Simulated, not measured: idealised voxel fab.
Process module under the name voxel air gaps
Cross-section cut spans 285 nm and uses square cells 5 nm in size.
Each cross-section below is a grid of square cells, stated as bands in top-down order, with one or more rows of cells making up each band.
Each band's line starts with the height of the band's top and of its bottom, in nm. Then come its materials from left to right, each with its width in nm. One material with "everywhere" fills the band from edge to edge. "empty" is empty space.
Counting heights begins at 0, where everything beneath is, in the wafer as received, one material. The lowest band has no bottom; it goes on downwards, as "0..down" shows.
Read "30 to 40" as a graded width: first number on top, second number at the bottom, same change between each pair of neighbouring rows.
"remains unaltered" means the step left every cell of the cross-section as it was.
This entry, "Enclosed cavity list", enumerates those empty regions of no fewer than 8 cells that possess no open connection to the top. Each region is reported in the form width x height at distance, the distance being taken from the left edge, with all three quantities expressed in nm.
What comes after the settings on a step's line is commentary from the simulator itself on that step.
"overlay nm" on a masked step: distance the mask lay right of its planned place, negative for left.

-- The planned process steps are enumerated hereunder
- 1: RECEIVE [material Si]
- 2: CONFORMAL_DEP [material SiO2] [thk nm 5]
- 3: CONFORMAL_DEP [material SiN] [thk nm 5]
- 4: DIRECTIONAL_DEP [material lowk] [thk nm 30]
- 5: MASKED_ETCH [tone open] [mask id LINES] [width nm 20] [pitch nm 50] [etch materials lowk] [depth nm 30] [overlay nm 0]
- 6: CONFORMAL_DEP [material TiN] [thk nm 5]
- 7: FILL_DEP [material Cu] [thk nm 10]
- 8: CMP [height nm 50]
- 9: EPI [material Ru] [thk nm 10]
- 10: SELECTIVE_ETCH [etch materials lowk] [depth nm 40]
- 11: CONFORMAL_DEP [material SiCN] [thk nm 5]
Where the wafers of this document differ is in the thk nm of step 2; they start out the same, and the plan states the value that applied to the first wafer.

-- Here's the first of the wafers in cross-section, just as we got it, i.e. after step 1
	0..down | Si everywhere
	Enclosed cavity list: none

-- Here's the first of several wafers in cross-section, end of the module, after the last step, step 11
	65..60 | SiCN everywhere
	60..50 | Ru everywhere
	50..45 | Cu everywhere
	45..40 | TiN (60), then Cu (10), then TiN (40), then Cu (10), then TiN (40), then Cu (10), then TiN (40), then Cu (10), then TiN (65)
	40..15 | lowk (55), then TiN (5), then Cu (10), then TiN (5), then lowk (30), then TiN (5), then Cu (10), then TiN (5), then lowk (30), then TiN (5), then Cu (10), then TiN (5), then lowk (30), then TiN (5), then Cu (10), then TiN (5), then lowk (60)
	15..10 | lowk (55), then TiN (20), then lowk (30), then TiN (20), then lowk (30), then TiN (20), then lowk (30), then TiN (20), then lowk (60)
	10..5 | SiN everywhere
	5..0 | SiO2 everywhere
	0..down | Si everywhere
	Enclosed cavity list: none

-- Last wafer, end of module, cross-section
	65..60 | empty (40), then SiCN (200), then empty (45)
	60..50 | empty (40), then SiCN (5), then Ru (40), then SiCN (10), then Ru (40), then SiCN (10), then Ru (40), then SiCN (10), then Ru (40), then SiCN (5), then empty (45)
	50..45 | empty (40), then SiCN (15), then TiN (5), then Cu (10), then TiN (5), then SiCN (30), then TiN (5), then Cu (10), then TiN (5), then SiCN (30), then TiN (5), then Cu (10), then TiN (5), then SiCN (30), then TiN (5), then Cu (10), then TiN (5), then SiCN (15), then empty (45)
	45..40 | empty (50), then SiCN (5), then TiN (5), then Cu (10), then TiN (5), then SiCN (5), then empty (20), then SiCN (5), then TiN (5), then Cu (10), then TiN (5), then SiCN (5), then empty (20), then SiCN (5), then TiN (5), then Cu (10), then TiN (5), then SiCN (5), then empty (20), then SiCN (5), then TiN (5), then Cu (10), then TiN (5), then SiCN (5), then empty (55)
	40..35 | SiCN (55), then TiN (20), then SiCN (30), then TiN (20), then SiCN (30), then TiN (20), then SiCN (30), then TiN (20), then SiCN (60)
	35..30 | SiN everywhere
	30..0 | SiO2 everywhere
	0..down | Si everywhere
	Enclosed cavity list: none

-- Per-wafer rows below. For each material: cells gained (+) or lost (-) since the wafer was received, as of end of module. Then: closed voids
thk nm 5, +105 Cu, +114 Ru, +57 SiCN, +57 SiN, +57 SiO2, +105 TiN, +246 lowk, Enclosed cavity list: none
thk nm 10, +48 Cu, +114 Ru, +57 SiCN, +57 SiN, +114 SiO2, +105 TiN, +246 lowk, Enclosed cavity list: none
thk nm 15, +40 Cu, +64 Ru, +153 SiCN, +57 SiN, +171 SiO2, +56 TiN, Enclosed cavity list: 20 x 20 at 80; 20 x 20 at 130; 20 x 20 at 180
thk nm 20, +32 Cu, +64 Ru, +145 SiCN, +57 SiN, +228 SiO2, +48 TiN, Enclosed cavity list: 20 x 15 at 80; 20 x 15 at 130; 20 x 15 at 180
thk nm 25, +24 Cu, +64 Ru, +137 SiCN, +57 SiN, +285 SiO2, +40 TiN, Enclosed cavity list: 20 x 10 at 80; 20 x 10 at 130; 20 x 10 at 180
thk nm 30, +16 Cu, +64 Ru, +129 SiCN, +57 SiN, +342 SiO2, +32 TiN, Enclosed cavity list: none
